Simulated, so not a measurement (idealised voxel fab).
process module | voxel wiring stack
cross-section cut | 270 nm wide | cells 5 nm
A cross-section is a grid of square cells, given in bands from the top down. A band is one or more rows of cells.
Each band's line starts with the height of the band's top and of its bottom, in nm. Then come its materials from left to right, each with its width in nm. One material with "throughout" fills the band from edge to edge. "air" is empty space.
Height 0 is the level under which the wafer as received is all one material. The lowest band goes on downwards, as in "0 down".
A width such as "30 to 40" changes by the same amount from each row of cells to the next, from the band's top row to its bottom row.
"no change" after a step means that no cell of the cross-section changed.
closed voids: empty space of 8 cells or more with no open way to the top, each as width x height at its distance from the left edge, in nm
after a step's settings: what the simulator itself notes on the step
overlay nm, on a step with a mask: how far to the right of its planned place the mask lay; to the left if negative
plan
1 op RECEIVE | material Si
2 op CONFORMAL_DEP | material SiO2 | thk nm 15
3 op CONFORMAL_DEP | material SiN | thk nm 5
4 op DIRECTIONAL_DEP | material lowk | thk nm 25
5 op DIRECTIONAL_DEP | material aC | thk nm 15
6 op PATTERN | tone open | mask id METAL_1 | material resist | width nm 30 | pitch nm 50 | thk nm 30 | overlay nm 0
7 op DIRECTIONAL_ETCH | etch materials aC | depth nm 15
8 op STRIP | etch materials resist
9 op DIRECTIONAL_ETCH | etch materials lowk | depth nm 25
10 op DIRECTIONAL_ETCH | etch materials SiN | depth nm 5
11 op STRIP | etch materials aC
12 op CONFORMAL_DEP | material TiN | thk nm 5
13 op FILL_DEP | material Cu | thk nm 10
14 op CMP | height nm 45
15 op CONFORMAL_DEP | material SiCN | thk nm 5
16 op DIRECTIONAL_DEP | material SiO2 | thk nm 15
17 op DIRECTIONAL_DEP | material aC | thk nm 15
18 op PATTERN | tone open | mask id PLUG_1 | material resist | width nm 15 | pitch nm 50 | thk nm 30 | overlay nm 0
19 op DIRECTIONAL_ETCH | etch materials aC | depth nm 15
20 op STRIP | etch materials resist
21 op DIRECTIONAL_ETCH | etch materials SiO2 | depth nm 15
22 op DIRECTIONAL_ETCH | etch materials SiCN | depth nm 5
23 op STRIP | etch materials aC
24 op CONFORMAL_DEP | material TiN | thk nm 5
25 op FILL_DEP | material W | thk nm 5
26 op CMP | height nm 65
27 op DIRECTIONAL_DEP | material TiN | thk nm 5
28 op DIRECTIONAL_DEP | material Ru | thk nm 20
29 op MASKED_ETCH | tone cover | mask id METAL_2 | width nm 30 | pitch nm 50 | etch materials Ru | depth nm 20 | overlay nm 0
30 op MASKED_ETCH | tone cover | mask id METAL_2 | width nm 30 | pitch nm 50 | etch materials TiN | depth nm 5 | overlay nm 0
31 op FILL_DEP | material lowk | thk nm 10
32 op CMP | height nm 90
33 op CONFORMAL_DEP | material SiCN | thk nm 5
34 op DIRECTIONAL_DEP | material SiO2 | thk nm 15
35 op DIRECTIONAL_DEP | material aC | thk nm 15
36 op PATTERN | tone open | mask id PLUG_2 | material resist | width nm 15 | thk nm 30 | overlay nm 0
37 op DIRECTIONAL_ETCH | etch materials aC | depth nm 15
38 op STRIP | etch materials resist
39 op DIRECTIONAL_ETCH | etch materials SiO2 | depth nm 15
40 op DIRECTIONAL_ETCH | etch materials SiCN | depth nm 5
41 op STRIP | etch materials aC
42 op CONFORMAL_DEP | material TiN | thk nm 5
43 op FILL_DEP | material W | thk nm 5
44 op CMP | height nm 110
45 op DIRECTIONAL_DEP | material TiN | thk nm 5
46 op DIRECTIONAL_DEP | material Ru | thk nm 15
47 op PATTERN | tone cover | mask id METAL_3 | material resist | width nm 30 | pitch nm 50 | thk nm 15 | overlay nm 0
48 op DIRECTIONAL_ETCH | etch materials Ru | depth nm 15
49 op DIRECTIONAL_ETCH | etch materials TiN | depth nm 5
50 op STRIP | etch materials resist
51 op CONFORMAL_DEP | material SiCN | thk nm 5
52 op FILL_DEP | material lowk | thk nm 10
53 op CMP | height nm 130
54 op CONFORMAL_DEP | material SiCN | thk nm 5
varied across the wafers: thk nm of step 15. The plan shows the first wafer's value. All wafers start alike
first wafer as received, after step 1
  0 down: Si throughout
  closed voids: none
first wafer at the end, after step 54
  135 to 130: SiCN throughout
  130 to 115: lowk 90 | SiCN 5 | Ru 30 | SiCN 5 | lowk 10 | SiCN 5 | Ru 30 | SiCN 5 | lowk 90
  115 to 110: SiCN 95 | TiN 30 | SiCN 20 | TiN 30 | SiCN 95
  110 to 95: SiO2 95 | TiN 5 | W 5 | TiN 5 | SiO2 160
  95 to 90: SiCN 95 | TiN 15 | SiCN 160
  90 to 70: lowk 95 | Ru 30 | lowk 20 | Ru 30 | lowk 95
  70 to 65: lowk 95 | TiN 30 | lowk 20 | TiN 30 | lowk 95
  65 to 50: SiO2 95 | TiN 5 | W 5 | TiN 5 | SiO2 35 | TiN 5 | W 5 | TiN 5 | SiO2 110
  50 to 45: SiCN 95 | TiN 15 | SiCN 35 | TiN 15 | SiCN 110
  45 to 20: lowk 95 | TiN 5 | Cu 20 | TiN 5 | lowk 20 | TiN 5 | Cu 20 | TiN 5 | lowk 95
  20 to 15: SiN 95 | TiN 30 | SiN 20 | TiN 30 | SiN 95
  15 to 0: SiO2 throughout
  0 down: Si throughout
  closed voids: none
last wafer at the end
  135 to 130: SiCN throughout
  130 to 115: lowk 90 | SiCN 5 | Ru 30 | SiCN 5 | lowk 10 | SiCN 5 | Ru 30 | SiCN 5 | lowk 90
  115 to 110: SiCN 95 | TiN 30 | SiCN 20 | TiN 30 | SiCN 95
  110 to 95: SiO2 95 | TiN 5 | W 5 | TiN 5 | SiO2 160
  95 to 90: SiCN 95 | TiN 15 | SiCN 160
  90 to 70: lowk 95 | Ru 30 | lowk 20 | Ru 30 | lowk 95
  70 to 65: lowk 95 | TiN 30 | lowk 20 | TiN 30 | lowk 95
  65 to 60: SiCN 95 | TiN 15 | SiCN 35 | TiN 15 | SiCN 110
  60 to 45: SiCN throughout
  45 to 20: lowk 95 | TiN 5 | Cu 20 | TiN 5 | lowk 20 | TiN 5 | Cu 20 | TiN 5 | lowk 95
  20 to 15: SiN 95 | TiN 30 | SiN 20 | TiN 30 | SiN 95
  15 to 0: SiO2 throughout
  0 down: Si throughout
  closed voids: none
each wafer at the end: cells of each material gained (+) or lost (-) since it was received, then its closed voids
thk nm 5 | +40 Cu | +84 Ru | +207 SiCN | +42 SiN | +459 SiO2 | +83 TiN | +9 W | +534 lowk | closed voids: none
thk nm 10 | +40 Cu | +84 Ru | +261 SiCN | +42 SiN | +411 SiO2 | +79 TiN | +7 W | +534 lowk | closed voids: none
thk nm 15 | +40 Cu | +84 Ru | +315 SiCN | +42 SiN | +363 SiO2 | +75 TiN | +5 W | +534 lowk | closed voids: none
thk nm 20 | +40 Cu | +84 Ru | +369 SiCN | +42 SiN | +315 SiO2 | +71 TiN | +3 W | +534 lowk | closed voids: none
